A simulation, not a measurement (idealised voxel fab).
This is a process module. Its name is voxel self aligned vias.
Cross-section cut: width 210 nm, square cells of 5 nm.
A cross-section is written here as square cells arranged in a grid, and it is given in bands from the top down, each band taking up one or more rows of cells.
Per band: top height and bottom height in nm, followed by the left-to-right materials and their widths in nm; "throughout" marks a single material spanning edge to edge, "blank" marks empty space.
The reference from which all heights are counted is 0, the level beneath which the as-received wafer is entirely one material; the lowest band, having no lower bound, proceeds downward and is written after the example "z 0 and below".
Top row gets the first number, bottom row gets the second, and each row in between changes by the same step: that is how a band width like "30..40" works.
"no alteration" after a step means that no cell of the cross-section changed.
You'll see "Enclosed internal cavities" listing empty spaces that have no way open to the top, as long as they're 8 cells or more; the notation is width x height at distance, where the distance is from the left edge, and all of it is in nm.
On a step's line, text after the settings is the simulator commenting on that step.
When a step includes a mask, the "overlay nm" setting on its line states how far to the right of its planned place that mask lay, and negative values state how far to the left.

Steps in the process plan:
1 op RECEIVE | material Si
2 op CONFORMAL_DEP | material SiO2 | thk nm 10
3 op CONFORMAL_DEP | material SiCN | thk nm 5
4 op DIRECTIONAL_DEP | material SiO2 | thk nm 25
5 op DIRECTIONAL_DEP | material aC | thk nm 15
6 op PATTERN | tone open | mask id LINES | material resist | width nm 15 | pitch nm 65 | thk nm 30 | overlay nm 0
7 op DIRECTIONAL_ETCH | etch materials aC | depth nm 15
8 op STRIP | etch materials resist
9 op DIRECTIONAL_ETCH | etch materials SiO2 | depth nm 25
10 op STRIP | etch materials aC
11 op CONFORMAL_DEP | material TiN | thk nm 5
12 op FILL_DEP | material Ru | thk nm 10
13 op CMP | height nm 40
14 op SELECTIVE_ETCH | etch materials W Ru TiN | depth nm 10
15 op FILL_DEP | material SiN | thk nm 5
16 op CMP | height nm 40
17 op DIRECTIONAL_DEP | material SiO2 | thk nm 20
18 op MASKED_ETCH | tone open | mask id VIAS | width nm 40 | pitch nm 130 | etch materials SiO2 | depth nm 20 | overlay nm 0
19 op MASKED_ETCH | tone open | mask id VIAS | width nm 40 | pitch nm 130 | etch materials SiN | depth nm 10 | overlay nm 0
20 op CONFORMAL_DEP | material TiN | thk nm 5
21 op FILL_DEP | material Cu | thk nm 10
22 op CMP | height nm 60
23 op CONFORMAL_DEP | material SiCN | thk nm 5
The value of width nm given for step 6 in the plan refers to the first wafer; the wafers vary in this setting and are alike at the start.

As received, i.e. after step 1: cross-section through the first of several wafers:
	z 0 and below = Si throughout
	Enclosed internal cavities: none

At the end of the module, after its last step, step 23, the first of several wafers appears in cross-section as follows:
	z 65 to 60 = SiCN throughout
	z 60 to 45 = SiO2 (20); TiN (5); Cu (30); TiN (5); SiO2 (90); TiN (5); Cu (30); TiN (5); SiO2 (20)
	z 45 to 40 = SiO2 (20); TiN (20); Cu (5); TiN (15); SiO2 (90); TiN (20); Cu (5); TiN (15); SiO2 (20)
	z 40 to 35 = SiO2 (35); TiN (5); Cu (5); TiN (5); SiO2 (50); SiN (15); SiO2 (50); TiN (5); Cu (5); TiN (5); SiO2 (30)
	z 35 to 30 = SiO2 (35); TiN (15); SiO2 (50); SiN (15); SiO2 (50); TiN (15); SiO2 (30)
	z 30 to 20 = SiO2 (35); TiN (5); Ru (5); TiN (5); SiO2 (50); TiN (5); Ru (5); TiN (5); SiO2 (50); TiN (5); Ru (5); TiN (5); SiO2 (30)
	z 20 to 15 = SiO2 (35); TiN (15); SiO2 (50); TiN (15); SiO2 (50); TiN (15); SiO2 (30)
	z 15 to 10 = SiCN throughout
	z 10 to 0 = SiO2 throughout
	z 0 and below = Si throughout
	Enclosed internal cavities: none

Here we cross-sectioned the last of the wafers once the module was done:
	z 65 to 60 = SiCN throughout
	z 60 to 45 = SiO2 (20); TiN (5); Cu (30); TiN (5); SiO2 (90); TiN (5); Cu (30); TiN (5); SiO2 (20)
	z 45 to 40 = SiO2 (20); TiN (10); Cu (25); TiN (5); SiO2 (90); TiN (10); Cu (25); TiN (5); SiO2 (20)
	z 40 to 35 = SiO2 (25); TiN (5); Cu (25); TiN (5); SiO2 (30); SiN (35); SiO2 (30); TiN (5); Cu (25); TiN (5); SiO2 (20)
	z 35 to 30 = SiO2 (25); TiN (35); SiO2 (30); SiN (35); SiO2 (30); TiN (35); SiO2 (20)
	z 30 to 20 = SiO2 (25); TiN (5); Ru (25); TiN (5); SiO2 (30); TiN (5); Ru (25); TiN (5); SiO2 (30); TiN (5); Ru (25); TiN (5); SiO2 (20)
	z 20 to 15 = SiO2 (25); TiN (35); SiO2 (30); TiN (35); SiO2 (30); TiN (35); SiO2 (20)
	z 15 to 10 = SiCN throughout
	z 10 to 0 = SiO2 throughout
	z 0 and below = Si throughout
	Enclosed internal cavities: none

Below: a row per wafer. Contents at end of module: for every material, cells gained since receipt (+) or lost since receipt (-); then closed voids:
width nm 15; +40 Cu; +6 Ru; +84 SiCN; +6 SiN; +353 SiO2; +57 TiN; Enclosed internal cavities: none
width nm 20; +44 Cu; +12 Ru; +84 SiCN; +8 SiN; +338 SiO2; +60 TiN; Enclosed internal cavities: none
width nm 25; +48 Cu; +18 Ru; +84 SiCN; +10 SiN; +323 SiO2; +63 TiN; Enclosed internal cavities: none
width nm 30; +52 Cu; +24 Ru; +84 SiCN; +12 SiN; +308 SiO2; +66 TiN; Enclosed internal cavities: none
width nm 35; +56 Cu; +30 Ru; +84 SiCN; +14 SiN; +293 SiO2; +69 TiN; Enclosed internal cavities: none
